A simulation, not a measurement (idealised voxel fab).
process module | voxel capacitor over wiring
cross-section cut | 190 nm wide | cells 5 nm
A cross-section is a grid of square cells, given in bands from the top down. A band is one or more rows of cells.
Each band's line starts with the height of the band's top and of its bottom, in nm. Then come its materials from left to right, each with its width in nm. One material with "throughout" fills the band from edge to edge. "air" is empty space.
Height 0 is the level under which the wafer as received is all one material. The lowest band goes on downwards, as in "0 down".
A width such as "30 to 40" changes by the same amount from each row of cells to the next, from the band's top row to its bottom row.
"no change" after a step means that no cell of the cross-section changed.
closed voids: empty space of 8 cells or more with no open way to the top, each as width x height at its distance from the left edge, in nm
after a step's settings: what the simulator itself notes on the step
overlay nm, on a step with a mask: how far to the right of its planned place the mask lay; to the left if negative
plan
1 op RECEIVE | material Si
2 op CONFORMAL_DEP | material SiO2 | thk nm 15
3 op CONFORMAL_DEP | material SiCN | thk nm 5
4 op DIRECTIONAL_DEP | material lowk | thk nm 20
5 op PATTERN | tone open | mask id METAL_1 | material resist | width nm 30 | pitch nm 95 | thk nm 15 | overlay nm 0
6 op DIRECTIONAL_ETCH | etch materials lowk | depth nm 20
7 op DIRECTIONAL_ETCH | etch materials SiCN | depth nm 5
8 op STRIP | etch materials resist
9 op CONFORMAL_DEP | material TiN | thk nm 5
10 op FILL_DEP | material Ru | thk nm 5
11 op CMP | height nm 40
12 op EPI | material Ru | thk nm 5
13 op FILL_DEP | material SiCN | thk nm 5
14 op DIRECTIONAL_DEP | material SiO2 | thk nm 10
15 op PATTERN | tone open | mask id PLUG_1 | material resist | width nm 15 | thk nm 15 | overlay nm 0
16 op DIRECTIONAL_ETCH | etch materials SiO2 | depth nm 10
17 op DIRECTIONAL_ETCH | etch materials SiCN | depth nm 5
18 op STRIP | etch materials resist
19 op EPI | material Ru | thk nm 10
20 op EPI | material Ru | thk nm 5
21 op DIRECTIONAL_DEP | material TiN | thk nm 10
22 op DIRECTIONAL_DEP | material HfO2 | thk nm 5
23 op DIRECTIONAL_DEP | material TiN | thk nm 5
24 op PATTERN | tone cover | mask id UPPER_PLATE | material resist | width nm 70 | thk nm 15 | overlay nm 0
25 op DIRECTIONAL_ETCH | etch materials TiN | depth nm 5
26 op DIRECTIONAL_ETCH | etch materials HfO2 | depth nm 5
27 op STRIP | etch materials resist
28 op MASKED_ETCH | tone cover | mask id LOWER_PLATE | width nm 80 | etch materials TiN | depth nm 10 | overlay nm 0
29 op FILL_DEP | material SiO2 | thk nm 15
30 op CMP | height nm 90
31 op DIRECTIONAL_DEP | material aC | thk nm 15
32 op PATTERN | tone open | mask id PLUG_2 | material resist | width nm 15 | thk nm 35 | overlay nm 0
33 op DIRECTIONAL_ETCH | etch materials aC | depth nm 15
34 op STRIP | etch materials resist
35 op DIRECTIONAL_ETCH | etch materials SiO2 | depth nm 10
36 op STRIP | etch materials aC
37 op CONFORMAL_DEP | material TiN | thk nm 5
38 op FILL_DEP | material Ru | thk nm 5
39 op CMP | height nm 90
40 op CONFORMAL_DEP | material SiCN | thk nm 5
as received, after step 1
  0 down: Si throughout
  closed voids: none
first wafer at the end, as planned
  95 to 90: SiCN throughout
  90 to 85: SiO2 55 | TiN 5 | Ru 5 | TiN 5 | SiO2 120
  85 to 75: SiO2 55 to 45 | TiN 15 to 70 | SiO2 120 to 75
  75 to 70: SiO2 45 | HfO2 70 | SiO2 75
  70 to 60: SiO2 40 | TiN 80 | SiO2 70
  60 to 50: SiO2 45 | Ru 15 | SiO2 130
  50 to 45: SiCN 45 | Ru 15 | SiCN 130
  45 to 40: SiCN 25 | Ru 40 | SiCN 55 | Ru 40 | SiCN 30
  40 to 20: lowk 30 | TiN 5 | Ru 20 | TiN 5 | lowk 65 | TiN 5 | Ru 20 | TiN 5 | lowk 35
  20 to 15: SiCN 30 | TiN 30 | SiCN 65 | TiN 30 | SiCN 35
  15 to 0: SiO2 throughout
  0 down: Si throughout
  closed voids: none
second wafer at the end: like start, like plan, one mistake
  95 to 90: SiCN throughout
  90 to 85: SiO2 55 | TiN 5 | Ru 5 | TiN 5 | SiO2 120
  85 to 75: SiO2 55 to 45 | TiN 15 to 70 | SiO2 120 to 75
  75 to 70: SiO2 45 | HfO2 70 | SiO2 75
  70 to 60: SiO2 40 | TiN 80 | SiO2 70
  60 to 50: SiO2 45 | Ru 15 | SiO2 130
  50 to 45: SiCN 45 | Ru 15 | SiCN 130
  45 to 40: Ru throughout
  40 to 35: TiN 35 | Ru 20 | TiN 75 | Ru 20 | TiN 40
  35 to 20: lowk 30 | TiN 5 | Ru 20 | TiN 5 | lowk 65 | TiN 5 | Ru 20 | TiN 5 | lowk 35
  20 to 15: SiCN 30 | TiN 30 | SiCN 65 | TiN 30 | SiCN 35
  15 to 0: SiO2 throughout
  0 down: Si throughout
  closed voids: none
what went wrong: step 4 ran as: op DIRECTIONAL_DEP | material lowk | thk nm 15
at the end the second wafer has, in cells: 22 more of Ru | 22 fewer of SiCN | 26 more of TiN | 26 fewer of lowk
